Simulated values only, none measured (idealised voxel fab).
voxel self aligned contacts: a process module
This is section cut - it's 230 nm across, gridded in 5 nm square cells.
Notation: cross-section as square-cell grid; stated in bands, top first, going down; one or more cell rows per band. Band: top and bottom heights (nm) first, top before bottom; then materials from left to right, widths in nm. "everywhere" marks a sole material filling the band edge to edge. "empty" denotes empty space. Heights are measured from 0, the level below which the as-received wafer is all one material; the lowest band has no bottom and continues downward, written as in "from 0 down". Graded width ("30->40"): value in top row of band = first number; value in bottom row = second number; row-to-row change constant. Take "nothing was modified" at face value: in the step it is given for, the cross-section changed in none of its cells. Enclosed voids (no open way to top), threshold 8 cells or more, entry "Completely enclosed voids", notation width x height at distance, distance from left edge, nm. Text after the settings on a step's line: the simulator's own remark on that step. "overlay nm" on a masked step: distance the mask lay right of its planned place, negative for left.
# The following list gives the planned process steps
1) RECEIVE | material Si
2) CONFORMAL_DEP | material SiO2 | thk nm 5
3) DIRECTIONAL_DEP | material polySi | thk nm 25
4) DIRECTIONAL_DEP | material SiN | thk nm 15
5) DIRECTIONAL_DEP | material aC | thk nm 10
6) PATTERN | tone cover | mask id GATE | material resist | width nm 35 | pitch nm 60 | thk nm 25 | overlay nm 0
7) DIRECTIONAL_ETCH | etch materials aC | depth nm 10
8) STRIP | etch materials resist
9) DIRECTIONAL_ETCH | etch materials SiN | depth nm 15
10) DIRECTIONAL_ETCH | etch materials polySi | depth nm 25
11) STRIP | etch materials aC
12) CONFORMAL_DEP | material SiN | thk nm 5
13) DIRECTIONAL_ETCH | etch materials SiN | depth nm 5
14) FILL_DEP | material SiO2 | thk nm 20
15) CMP | height nm 55
16) PATTERN | tone open | mask id CONTACT | material resist | width nm 35 | pitch nm 60 | thk nm 15 | overlay nm 0
17) DIRECTIONAL_ETCH | etch materials SiO2 | depth nm 55
18) STRIP | etch materials resist
19) CONFORMAL_DEP | material TiN | thk nm 5
20) FILL_DEP | material Ru | thk nm 5
21) CMP | height nm 55
22) CONFORMAL_DEP | material SiN | thk nm 5
# as received, after step 1
	from 0 down = Si everywhere
	Completely enclosed voids: none
# End-of-module cross-section. Starting structure and process plan as above; one mistake made in running it
	from 60 to 55 = SiN everywhere
	from 55 to 40 = 30 nm SiO2 / 45 nm SiN / 5 nm TiN / 5 nm Ru / 5 nm TiN / 45 nm SiN / 5 nm TiN / 5 nm Ru / 5 nm TiN / 45 nm SiN / 35 nm SiO2
	from 40 to 20 = 30 nm SiO2 / 5 nm SiN / 35 nm polySi / 5 nm SiN / 5 nm TiN / 5 nm Ru / 5 nm TiN / 5 nm SiN / 35 nm polySi / 5 nm SiN / 5 nm TiN / 5 nm Ru / 5 nm TiN / 5 nm SiN / 35 nm polySi / 5 nm SiN / 35 nm SiO2
	from 20 to 15 = 30 nm SiO2 / 5 nm SiN / 35 nm polySi / 5 nm SiN / 15 nm TiN / 5 nm SiN / 35 nm polySi / 5 nm SiN / 15 nm TiN / 5 nm SiN / 35 nm polySi / 5 nm SiN / 35 nm SiO2
	from 15 to 5 = polySi everywhere
	from 5 to 0 = SiO2 everywhere
	from 0 down = Si everywhere
	Completely enclosed voids: none
Run error: step 3 changed vs plan, executed as DIRECTIONAL_DEP | material polySi | thk nm 35
